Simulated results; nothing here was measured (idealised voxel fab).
This section sets out a process module, namely voxel released beams.
Pictured: cross-section cut, 285 nm wide, on a grid of 5 nm square cells.
In this document a cross-section is written as a grid of square cells. It is given as a series of bands, listed from the top down, and a band is one or more rows of cells.
Top, bottom (nm), then materials left to right with widths (nm); lone material tagged "all across" fills the whole band edge to edge; "blank" = empty space.
Counting heights begins at 0, where everything beneath is, in the wafer as received, one material. The lowest band has no bottom; it goes on downwards, as "0 down" shows.
The notation "30 to 40" denotes a width that varies across the rows of cells in the band, beginning at the first number in the top row, finishing at the second number in the bottom row, and changing by an identical amount from each row to the next.
A step reported as "stayed the same" is a step in which no cell of the cross-section changed.
The entry titled "Enclosed void catalog" provides the empty spaces that have no open way to the top, restricted to those of 8 cells or more. Each is presented as width x height at distance, the distance being measured from the left edge, with all three in nm.
If you see something after the settings on a step's line, that's the simulator's own remark about that step.
Regarding "overlay nm": on a step with a mask, it is the distance the mask lay to the right of its planned place; a negative value places it to the left.
Intended process steps:
1: RECEIVE | material Si
2: CONFORMAL_DEP | material SiN | thk nm 5
3: DIRECTIONAL_DEP | material SiO2 | thk nm 20
4: PATTERN | tone open | mask id ANCHOR | material resist | width nm 30 | thk nm 15 | overlay nm 0
5: DIRECTIONAL_ETCH | etch materials SiO2 | depth nm 20
6: STRIP | etch materials resist
7: CONFORMAL_DEP | material TiN | thk nm 10
8: DIRECTIONAL_DEP | material aC | thk nm 10
9: PATTERN | tone cover | mask id BEAM | material resist | width nm 110 | thk nm 25 | overlay nm 0
10: DIRECTIONAL_ETCH | etch materials aC | depth nm 10
11: STRIP | etch materials resist
12: DIRECTIONAL_ETCH | etch materials TiN | depth nm 10
13: STRIP | etch materials aC
14: STRIP | etch materials SiO2
Of two wafers, the first: run according to plan:
Shown in cross-section is the wafer as received, that is, as it stands after step 1:
> 0 down: Si all across
> Enclosed void catalog: none
Step 2 complete: cross-section through the wafer:
> 5 to 0: SiN all across
> Whatever lies below 0 is exactly as it was before.
Step 3 complete: cross-section through the wafer:
> 25 to 5: SiO2 all across
> Whatever lies below 5 is exactly as it was before.
Step 4 complete: cross-section through the wafer:
> 40 to 25: resist 90  blank 30  resist 165
> Whatever lies below 25 is exactly as it was before.
Step 5 complete: cross-section through the wafer:
> 40 to 25: resist 90  blank 30  resist 165
> 25 to 5: SiO2 90  blank 30  SiO2 165
> Whatever lies below 5 is exactly as it was before.
Step 6 complete: cross-section through the wafer:
> 25 to 5: SiO2 90  blank 30  SiO2 165
> Whatever lies below 5 is exactly as it was before.
Step 7 complete: cross-section through the wafer:
> 35 to 25: TiN 100  blank 10  TiN 175
> 25 to 15: SiO2 90  TiN 10  blank 10  TiN 10  SiO2 165
> 15 to 5: SiO2 90  TiN 30  SiO2 165
> Whatever lies below 5 is exactly as it was before.
Step 8 complete: cross-section through the wafer:
> 45 to 35: aC 100  blank 10  aC 175
> 35 to 25: TiN 100  blank 10  TiN 175
> 25 to 15: SiO2 90  TiN 10  aC 10  TiN 10  SiO2 165
> Whatever lies below 15 is exactly as it was before.
Step 9 complete: cross-section through the wafer:
> 70 to 45: blank 85  resist 110  blank 90
> 45 to 35: aC 100  resist 10  aC 175
> 35 to 25: TiN 100  resist 10  TiN 175
> Whatever lies below 25 is exactly as it was before.
Step 10 complete: cross-section through the wafer:
> 60 to 45: blank 85  resist 110  blank 90
> 45 to 35: blank 85  aC 15  resist 10  aC 85  blank 90
> Whatever lies below 35 is exactly as it was before.
Step 11 complete: cross-section through the wafer:
> 45 to 35: blank 85  aC 15  blank 10  aC 85  blank 90
> 35 to 25: TiN 100  blank 10  TiN 175
> Whatever lies below 25 is exactly as it was before.
Step 12 complete: cross-section through the wafer:
> 45 to 35: blank 85  aC 15  blank 10  aC 85  blank 90
> 35 to 25: blank 85  TiN 15  blank 10  TiN 85  blank 90
> Whatever lies below 25 is exactly as it was before.
Step 13 complete: cross-section through the wafer:
> 35 to 25: blank 85  TiN 15  blank 10  TiN 85  blank 90
> 25 to 15: SiO2 90  TiN 10  blank 10  TiN 10  SiO2 165
> Whatever lies below 15 is exactly as it was before.
Step 14 complete: cross-section through the wafer:
> 35 to 25: blank 85  TiN 15  blank 10  TiN 85  blank 90
> 25 to 15: blank 90  TiN 10  blank 10  TiN 10  blank 165
> 15 to 5: blank 90  TiN 30  blank 165
> Whatever lies below 5 is exactly as it was before.
Second of two: same start, same plan, one run error; steps up to and including 8 match the first:
Cross-section of the second wafer corresponding to the planned conclusion of step 9:
> 70 to 45: blank 80  resist 120  blank 85
> 45 to 35: aC 100  resist 10  aC 175
> 35 to 25: TiN 100  resist 10  TiN 175
> Whatever lies below 25 is exactly as it was before.
Cross-section of the second wafer corresponding to the planned conclusion of step 10:
> 60 to 45: blank 80  resist 120  blank 85
> 45 to 35: blank 80  aC 20  resist 10  aC 90  blank 85
> Whatever lies below 35 is exactly as it was before.
Cross-section of the second wafer corresponding to the planned conclusion of step 11:
> 45 to 35: blank 80  aC 20  blank 10  aC 90  blank 85
> 35 to 25: TiN 100  blank 10  TiN 175
> Whatever lies below 25 is exactly as it was before.
Cross-section of the second wafer corresponding to the planned conclusion of step 12:
> 45 to 35: blank 80  aC 20  blank 10  aC 90  blank 85
> 35 to 25: blank 80  TiN 20  blank 10  TiN 90  blank 85
> Whatever lies below 25 is exactly as it was before.
Cross-section of the second wafer corresponding to the planned conclusion of step 13:
> 35 to 25: blank 80  TiN 20  blank 10  TiN 90  blank 85
> 25 to 15: SiO2 90  TiN 10  blank 10  TiN 10  SiO2 165
> Whatever lies below 15 is exactly as it was before.
Cross-section of the second wafer corresponding to the planned conclusion of step 14:
> 35 to 25: blank 80  TiN 20  blank 10  TiN 90  blank 85
> 25 to 15: blank 90  TiN 10  blank 10  TiN 10  blank 165
> 15 to 5: blank 90  TiN 30  blank 165
> Whatever lies below 5 is exactly as it was before.
What broke from the plan during processing? step 9: run off-plan, actual operation and settings PATTERN | tone cover | mask id BEAM | material resist | width nm 120 | thk nm 25 | overlay nm 0
Looking at both finished wafers in cells, the second ends up ahead of or behind the first on some materials: 4 more of TiN
